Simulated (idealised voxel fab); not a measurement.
You're looking at the process module voxel transistor to metal.
Each square cell in cross-section cut measures 5 nm, and the section as a whole is 200 nm wide.
A cross-section is a grid of square cells, given in bands from the top down. A band is one or more rows of cells.
Heads up on the band format: heights come first, top then bottom, in nm. After that it's the materials left to right, each with its width in nm. A single material flagged "throughout" fills the whole band edge to edge, and "empty" means there's empty space there.
Below 0: as-received wafer, all one material; heights counted from there. Lowest band: no bottom, goes on down, written "top 0, no bottom".
Note: "30->40" means the width goes from the first number (top row of the band) to the second number (bottom row) in equal steps per row of cells.
Step note "nothing changed" = no cross-section cell changed.
So "Non-vented voids" is basically the list of trapped voids: any empty space of 8 cells or more that can't reach the top through an opening. They're written width x height at distance, the distance being from the left edge, and it's all nm.
The remark found on a step's line after its settings is issued by the simulator itself and pertains to that step.
The optional step-line setting "overlay nm" applies to steps with a mask and quantifies how far to the right of its planned location the mask lay, a negative value indicating leftward placement.
So here's the lineup of process steps we planned
1) RECEIVE,material Si
2) CONFORMAL_DEP,material SiO2,thk nm 5
3) CONFORMAL_DEP,material SiN,thk nm 10
4) MASKED_ETCH,tone cover,mask id ACTIVE,width nm 135,etch materials SiN,depth nm 10,overlay nm 0
5) MASKED_ETCH,tone cover,mask id ACTIVE,width nm 135,etch materials SiO2,depth nm 5,overlay nm 0
6) MASKED_ETCH,tone cover,mask id ACTIVE,width nm 135,etch materials Si,depth nm 35,overlay nm 0
7) OXIDIZE,depth nm 5
8) FILL_DEP,material SiO2,thk nm 10
9) CMP,height nm 15
10) SELECTIVE_ETCH,etch materials SiO2,depth nm 5
11) STRIP,etch materials SiN
12) SELECTIVE_ETCH,etch materials SiO2,depth nm 5
13) OXIDIZE,depth nm 5
14) DIRECTIONAL_DEP,material polySi,thk nm 30
15) DIRECTIONAL_DEP,material SiCN,thk nm 15
16) DIRECTIONAL_DEP,material aC,thk nm 15
17) PATTERN,tone cover,mask id GATE,material resist,width nm 35,thk nm 35,overlay nm 0
18) DIRECTIONAL_ETCH,etch materials aC,depth nm 15
19) STRIP,etch materials resist
20) DIRECTIONAL_ETCH,etch materials SiCN,depth nm 25
21) DIRECTIONAL_ETCH,etch materials polySi,depth nm 40
22) STRIP,etch materials aC
23) CONFORMAL_DEP,material SiO2,thk nm 5
24) DIRECTIONAL_ETCH,etch materials SiO2,depth nm 5
25) CONFORMAL_DEP,material SiN,thk nm 10
26) DIRECTIONAL_ETCH,etch materials SiN,depth nm 10
27) DIRECTIONAL_ETCH,etch materials SiO2,depth nm 5
28) DIRECTIONAL_ETCH,etch materials Si,depth nm 5
29) EPI,material pSi,thk nm 5
30) FILL_DEP,material SiO2,thk nm 5
31) CMP,height nm 30
32) STRIP,etch materials polySi
33) SELECTIVE_ETCH,etch materials SiO2,depth nm 5
34) CONFORMAL_DEP,material HfO2,thk nm 5
35) CONFORMAL_DEP,material TiN,thk nm 5
36) FILL_DEP,material W,thk nm 5
37) CMP,height nm 25
38) DIRECTIONAL_DEP,material SiO2,thk nm 10
39) PATTERN,tone open,mask id CONTACT,material resist,width nm 20,pitch nm 95,thk nm 15,overlay nm 0
40) DIRECTIONAL_ETCH,etch materials SiO2,depth nm 40
41) STRIP,etch materials resist
42) CONFORMAL_DEP,material TiN,thk nm 5
43) FILL_DEP,material W,thk nm 10
44) CMP,height nm 35
45) DIRECTIONAL_DEP,material TiN,thk nm 5
46) DIRECTIONAL_DEP,material Ru,thk nm 15
47) MASKED_ETCH,tone cover,mask id METAL_1,width nm 20,pitch nm 95,etch materials Ru,depth nm 15,overlay nm 0
48) MASKED_ETCH,tone cover,mask id METAL_1,width nm 20,pitch nm 95,etch materials TiN,depth nm 5,overlay nm 0
49) CONFORMAL_DEP,material SiN,thk nm 5
50) FILL_DEP,material lowk,thk nm 5
51) CMP,height nm 55
52) CONFORMAL_DEP,material SiCN,thk nm 5
Cross-section of the incoming wafer, state after step 1
  top 0, no bottom: Si throughout
  Non-vented voids: none
End-of-module cross-section of the first of two wafers, processed as planned
  top 60, bottom 55: SiCN throughout
  top 55, bottom 40: lowk 35 / SiN 5 / Ru 20 / SiN 5 / lowk 65 / SiN 5 / Ru 20 / SiN 5 / lowk 40
  top 40, bottom 35: SiN 40 / TiN 20 / SiN 75 / TiN 20 / SiN 45
  top 35, bottom 25: SiO2 40 / TiN 5 / W 10 / TiN 5 / SiO2 75 / TiN 5 / W 10 / TiN 5 / SiO2 45
  top 25, bottom 5: SiO2 40 / TiN 5 / W 10 / TiN 5 / SiO2 5 / SiN 10 / HfO2 5 / TiN 5 / W 25 / TiN 5 / HfO2 5 / SiN 10 / SiO2 5 / TiN 5 / W 10 / TiN 5 / SiO2 45
  top 5, bottom 0: SiO2 30 / SiN 10 / TiN 10 / W 5 / TiN 5 / SiO2 5 / SiN 10 / HfO2 5 / TiN 35 / HfO2 5 / SiN 10 / SiO2 5 / TiN 5 / W 5 / TiN 10 / SiN 10 / SiO2 35
  top 0, bottom -5: SiO2 40 / pSi 5 / TiN 15 / pSi 5 / SiO2 10 / HfO2 45 / SiO2 10 / pSi 5 / TiN 15 / pSi 5 / SiO2 45
  top -5, bottom -10: SiO2 35 / Si 5 / pSi 25 / Si 65 / pSi 25 / Si 5 / SiO2 40
  top -10, bottom -40: SiO2 35 / Si 125 / SiO2 40
  top -40, no bottom: Si throughout
  Non-vented voids: none
Presented here is a cross-section of the second of the two wafers as it stood at the end of the module. It was started in the same manner and assigned the same plan as the first wafer; however, one mistake was made in its execution
  top 60, bottom 55: SiCN throughout
  top 55, bottom 40: lowk 35 / SiN 5 / Ru 20 / SiN 5 / lowk 65 / SiN 5 / Ru 20 / SiN 5 / lowk 40
  top 40, bottom 35: SiN 40 / TiN 20 / SiN 75 / TiN 20 / SiN 45
  top 35, bottom 25: SiO2 40 / TiN 5 / W 10 / TiN 5 / SiO2 75 / TiN 5 / W 10 / TiN 5 / SiO2 45
  top 25, bottom 5: SiO2 40 / TiN 5 / W 10 / TiN 5 / SiO2 15 / HfO2 5 / TiN 5 / W 25 / TiN 5 / HfO2 5 / SiO2 15 / TiN 5 / W 10 / TiN 5 / SiO2 45
  top 5, bottom 0: SiO2 40 / TiN 5 / W 10 / TiN 5 / SiO2 15 / HfO2 5 / TiN 35 / HfO2 5 / SiO2 15 / TiN 5 / W 10 / TiN 5 / SiO2 45
  top 0, bottom -5: SiO2 40 / TiN 20 / SiO2 10 / pSi 5 / HfO2 45 / pSi 5 / SiO2 10 / TiN 20 / SiO2 45
  top -5, bottom -10: SiO2 35 / pSi 40 / Si 45 / pSi 40 / SiO2 40
  top -10, bottom -40: SiO2 35 / Si 125 / SiO2 40
  top -40, no bottom: Si throughout
  Non-vented voids: none
Diagnosis: step 25 was dropped from the plan's execution and never run
Final wafer comparison in cells, second versus first, more or fewer per material: Si: 6 fewer; SiN: 24 fewer; SiO2: 24 more; W: 2 more; pSi: 4 more
